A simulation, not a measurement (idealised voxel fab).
Module name: voxel quadruple lines (process module)
This is section cut - it's 220 nm across, gridded in 5 nm square cells.
The cross-sections in this document take the form of a grid made of square cells. They are written out as bands, in order from top to bottom. Each band consists of one or more rows of cells. Basically the band line says how high the top is and how high the bottom is, in nm, and then what's in it from left to right, every material with its width in nm. Empty space shows up as "empty", and if a single material carries "full width" it runs the full band edge to edge. It should be noted that heights are counted from 0, beneath which the wafer as supplied is of one material throughout, and that the lowest band possesses no lower boundary but continues downward, as written in "from 0 down". Note: "30->40" means the width goes from the first number (top row of the band) to the second number (bottom row) in equal steps per row of cells. "nothing got changed" -> step changed no cross-section cell. Any empty space of 8 cells or more lacking an open way to the top shows up in "Fully sealed voids" as width x height at distance, distance from the left edge, in nm. Heads up: the bit after the settings on a step's line is the simulator's remark on that step. The optional step-line setting "overlay nm" applies to steps with a mask and quantifies how far to the right of its planned location the mask lay, a negative value indicating leftward placement.
## Process steps - plan
1: op RECEIVE | material Si
2: op CONFORMAL_DEP | material SiO2 | thk nm 10
3: op DIRECTIONAL_DEP | material W | thk nm 15
4: op DIRECTIONAL_DEP | material polySi | thk nm 20
5: op DIRECTIONAL_DEP | material aC | thk nm 25
6: op PATTERN | tone cover | mask id MANDREL | material resist | width nm 35 | pitch nm 100 | thk nm 35 | overlay nm 0
7: op DIRECTIONAL_ETCH | etch materials aC | depth nm 25
8: op STRIP | etch materials resist
9: op CONFORMAL_DEP | material SiO2 | thk nm 15
10: op DIRECTIONAL_ETCH | etch materials SiO2 | depth nm 15
11: op STRIP | etch materials aC
12: op DIRECTIONAL_ETCH | etch materials polySi | depth nm 20
13: op STRIP | etch materials SiO2
14: op CONFORMAL_DEP | material SiCN | thk nm 10
15: op DIRECTIONAL_ETCH | etch materials SiCN | depth nm 10
16: op STRIP | etch materials polySi
17: op DIRECTIONAL_ETCH | etch materials W | depth nm 15
18: op STRIP | etch materials SiCN
19: op FILL_DEP | material SiO2 | thk nm 5
20: op CMP | height nm 25
## As-received state of the wafer in cross-section, equivalent to post-step 1
* from 0 down = Si full width
* Fully sealed voids: none
## End-of-module XS, first of two wafers, run as planned
* from 25 to 10 = SiO2=15, W=10, SiO2=15, W=10, SiO2=15, W=10, SiO2=15, W=10, SiO2=15, W=10, SiO2=15, W=10, SiO2=15, W=10, SiO2=15, W=10, SiO2=20
* from 10 to 0 = SiO2 full width
* from 0 down = Si full width
* Fully sealed voids: none
## Cross-sectional view of the second of two wafers upon completion of the module. This wafer shared its starting condition and process plan with the first; one error was made during its execution
* from 25 to 10 = SiO2=10, W=10, SiO2=15, W=10, SiO2=25, W=10, SiO2=15, W=10, SiO2=5, W=10, SiO2=15, W=10, SiO2=25, W=10, SiO2=15, W=10, SiO2=15
* from 10 to 0 = SiO2 full width
* from 0 down = Si full width
* Fully sealed voids: none
Deviation noted in wafer processing: the process deviated at step 6: the operation and settings actually run there were op PATTERN | tone cover | mask id MANDREL | material resist | width nm 45 | pitch nm 100 | thk nm 35 | overlay nm 0
When the process is done, the second wafer contains the same cell count of every material as the first wafer, but distributed over other locations.
